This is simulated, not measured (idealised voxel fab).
process module | voxel wiring stack
cross-section cut | 230 nm wide | cells 5 nm
A cross-section is a grid of square cells, given in bands from the top down. A band is one or more rows of cells.
Each band's line starts with the height of the band's top and of its bottom, in nm. Then come its materials from left to right, each with its width in nm. One material with "throughout" fills the band from edge to edge. "air" is empty space.
Height 0 is the level under which the wafer as received is all one material. The lowest band goes on downwards, as in "0 down".
A width such as "30 to 40" changes by the same amount from each row of cells to the next, from the band's top row to its bottom row.
"no change" after a step means that no cell of the cross-section changed.
closed voids: empty space of 8 cells or more with no open way to the top, each as width x height at its distance from the left edge, in nm
after a step's settings: what the simulator itself notes on the step
overlay nm, on a step with a mask: how far to the right of its planned place the mask lay; to the left if negative
plan
1 op RECEIVE | material Si
2 op CONFORMAL_DEP | material SiO2 | thk nm 15
3 op CONFORMAL_DEP | material SiN | thk nm 5
4 op DIRECTIONAL_DEP | material lowk | thk nm 15
5 op PATTERN | tone open | mask id METAL_1 | material resist | width nm 20 | pitch nm 50 | thk nm 20 | overlay nm 0
6 op DIRECTIONAL_ETCH | etch materials lowk | depth nm 15
7 op DIRECTIONAL_ETCH | etch materials SiN | depth nm 5
8 op STRIP | etch materials resist
9 op CONFORMAL_DEP | material TiN | thk nm 5
10 op FILL_DEP | material W | thk nm 10
11 op CMP | height nm 35
12 op EPI | material Ru | thk nm 5
13 op FILL_DEP | material SiCN | thk nm 5
14 op DIRECTIONAL_DEP | material lowk | thk nm 30
15 op PATTERN | tone open | mask id METAL_2_HOLES | material resist | width nm 15 | pitch nm 50 | thk nm 20 | overlay nm 0
16 op DIRECTIONAL_ETCH | etch materials lowk | depth nm 30
17 op STRIP | etch materials resist
18 op DIRECTIONAL_DEP | material aC | thk nm 15
19 op PATTERN | tone open | mask id METAL_2 | material resist | width nm 20 | pitch nm 50 | thk nm 30 | overlay nm 0
20 op DIRECTIONAL_ETCH | etch materials aC | depth nm 15
21 op STRIP | etch materials resist
22 op DIRECTIONAL_ETCH | etch materials lowk | depth nm 20
23 op DIRECTIONAL_ETCH | etch materials SiCN | depth nm 5
24 op STRIP | etch materials aC
25 op CONFORMAL_DEP | material TiN | thk nm 5
26 op FILL_DEP | material Cu | thk nm 5
27 op CMP | height nm 75
28 op CONFORMAL_DEP | material SiCN | thk nm 5
29 op DIRECTIONAL_DEP | material lowk | thk nm 25
30 op MASKED_ETCH | tone open | mask id METAL_3_HOLES | width nm 15 | pitch nm 50 | etch materials lowk | depth nm 25 | overlay nm 0
31 op DIRECTIONAL_DEP | material aC | thk nm 10
32 op PATTERN | tone open | mask id METAL_3 | material resist | width nm 20 | pitch nm 50 | thk nm 30 | overlay nm 0
33 op DIRECTIONAL_ETCH | etch materials aC | depth nm 10
34 op STRIP | etch materials resist
35 op DIRECTIONAL_ETCH | etch materials lowk | depth nm 15
36 op DIRECTIONAL_ETCH | etch materials SiCN | depth nm 5
37 op STRIP | etch materials aC
38 op CONFORMAL_DEP | material TiN | thk nm 5
39 op FILL_DEP | material Ru | thk nm 5
40 op CMP | height nm 105
41 op CONFORMAL_DEP | material SiN | thk nm 5
as received, after step 1
  0 down: Si throughout
  closed voids: none
first wafer at the end, as planned
  110 to 105: SiN throughout
  105 to 95: lowk 30 | TiN 5 | Ru 10 | TiN 5 | lowk 30 | TiN 5 | Ru 10 | TiN 5 | lowk 30 | TiN 5 | Ru 10 | TiN 5 | lowk 30 | TiN 5 | Ru 10 | TiN 5 | lowk 30
  95 to 90: lowk 30 | TiN 5 | Ru 5 | TiN 10 | lowk 30 | TiN 5 | Ru 5 | TiN 10 | lowk 30 | TiN 5 | Ru 5 | TiN 10 | lowk 30 | TiN 5 | Ru 5 | TiN 10 | lowk 30
  90 to 80: lowk 30 | TiN 5 | Ru 5 | TiN 5 | lowk 35 | TiN 5 | Ru 5 | TiN 5 | lowk 35 | TiN 5 | Ru 5 | TiN 5 | lowk 35 | TiN 5 | Ru 5 | TiN 5 | lowk 35
  80 to 75: SiCN 30 | TiN 15 | SiCN 35 | TiN 15 | SiCN 35 | TiN 15 | SiCN 35 | TiN 15 | SiCN 35
  75 to 60: lowk 30 | TiN 5 | Cu 10 | TiN 5 | lowk 30 | TiN 5 | Cu 10 | TiN 5 | lowk 30 | TiN 5 | Cu 10 | TiN 5 | lowk 30 | TiN 5 | Cu 10 | TiN 5 | lowk 30
  60 to 55: lowk 30 | TiN 5 | Cu 5 | TiN 10 | lowk 30 | TiN 5 | Cu 5 | TiN 10 | lowk 30 | TiN 5 | Cu 5 | TiN 10 | lowk 30 | TiN 5 | Cu 5 | TiN 10 | lowk 30
  55 to 45: lowk 30 | TiN 5 | Cu 5 | TiN 5 | lowk 35 | TiN 5 | Cu 5 | TiN 5 | lowk 35 | TiN 5 | Cu 5 | TiN 5 | lowk 35 | TiN 5 | Cu 5 | TiN 5 | lowk 35
  45 to 40: SiCN 30 | TiN 15 | SiCN 35 | TiN 15 | SiCN 35 | TiN 15 | SiCN 35 | TiN 15 | SiCN 35
  40 to 35: SiCN 25 | Ru 30 | SiCN 20 | Ru 30 | SiCN 20 | Ru 30 | SiCN 20 | Ru 30 | SiCN 25
  35 to 20: lowk 30 | TiN 5 | W 10 | TiN 5 | lowk 30 | TiN 5 | W 10 | TiN 5 | lowk 30 | TiN 5 | W 10 | TiN 5 | lowk 30 | TiN 5 | W 10 | TiN 5 | lowk 30
  20 to 15: SiN 30 | TiN 20 | SiN 30 | TiN 20 | SiN 30 | TiN 20 | SiN 30 | TiN 20 | SiN 30
  15 to 0: SiO2 throughout
  0 down: Si throughout
  closed voids: none
second wafer at the end: like start, like plan, one mistake
  110 to 105: SiN throughout
  105 to 95: lowk 30 | TiN 5 | Ru 5 | TiN 5 | lowk 35 | TiN 5 | Ru 5 | TiN 5 | lowk 35 | TiN 5 | Ru 5 | TiN 5 | lowk 35 | TiN 5 | Ru 5 | TiN 5 | lowk 35
  95 to 90: lowk 30 | TiN 15 | lowk 35 | TiN 15 | lowk 35 | TiN 15 | lowk 35 | TiN 15 | lowk 35
  90 to 80: lowk throughout
  80 to 75: SiCN throughout
  75 to 60: lowk 30 | TiN 5 | Cu 10 | TiN 5 | lowk 30 | TiN 5 | Cu 10 | TiN 5 | lowk 30 | TiN 5 | Cu 10 | TiN 5 | lowk 30 | TiN 5 | Cu 10 | TiN 5 | lowk 30
  60 to 55: lowk 30 | TiN 5 | Cu 5 | TiN 10 | lowk 30 | TiN 5 | Cu 5 | TiN 10 | lowk 30 | TiN 5 | Cu 5 | TiN 10 | lowk 30 | TiN 5 | Cu 5 | TiN 10 | lowk 30
  55 to 45: lowk 30 | TiN 5 | Cu 5 | TiN 5 | lowk 35 | TiN 5 | Cu 5 | TiN 5 | lowk 35 | TiN 5 | Cu 5 | TiN 5 | lowk 35 | TiN 5 | Cu 5 | TiN 5 | lowk 35
  45 to 40: SiCN 30 | TiN 15 | SiCN 35 | TiN 15 | SiCN 35 | TiN 15 | SiCN 35 | TiN 15 | SiCN 35
  40 to 35: SiCN 25 | Ru 30 | SiCN 20 | Ru 30 | SiCN 20 | Ru 30 | SiCN 20 | Ru 30 | SiCN 25
  35 to 20: lowk 30 | TiN 5 | W 10 | TiN 5 | lowk 30 | TiN 5 | W 10 | TiN 5 | lowk 30 | TiN 5 | W 10 | TiN 5 | lowk 30 | TiN 5 | W 10 | TiN 5 | lowk 30
  20 to 15: SiN 30 | TiN 20 | SiN 30 | TiN 20 | SiN 30 | TiN 20 | SiN 30 | TiN 20 | SiN 30
  15 to 0: SiO2 throughout
  0 down: Si throughout
  closed voids: none
what went wrong: step 29 was run twice
at the end the second wafer has, in cells: 20 fewer of Ru | 12 more of SiCN | 28 fewer of TiN | 36 more of lowk
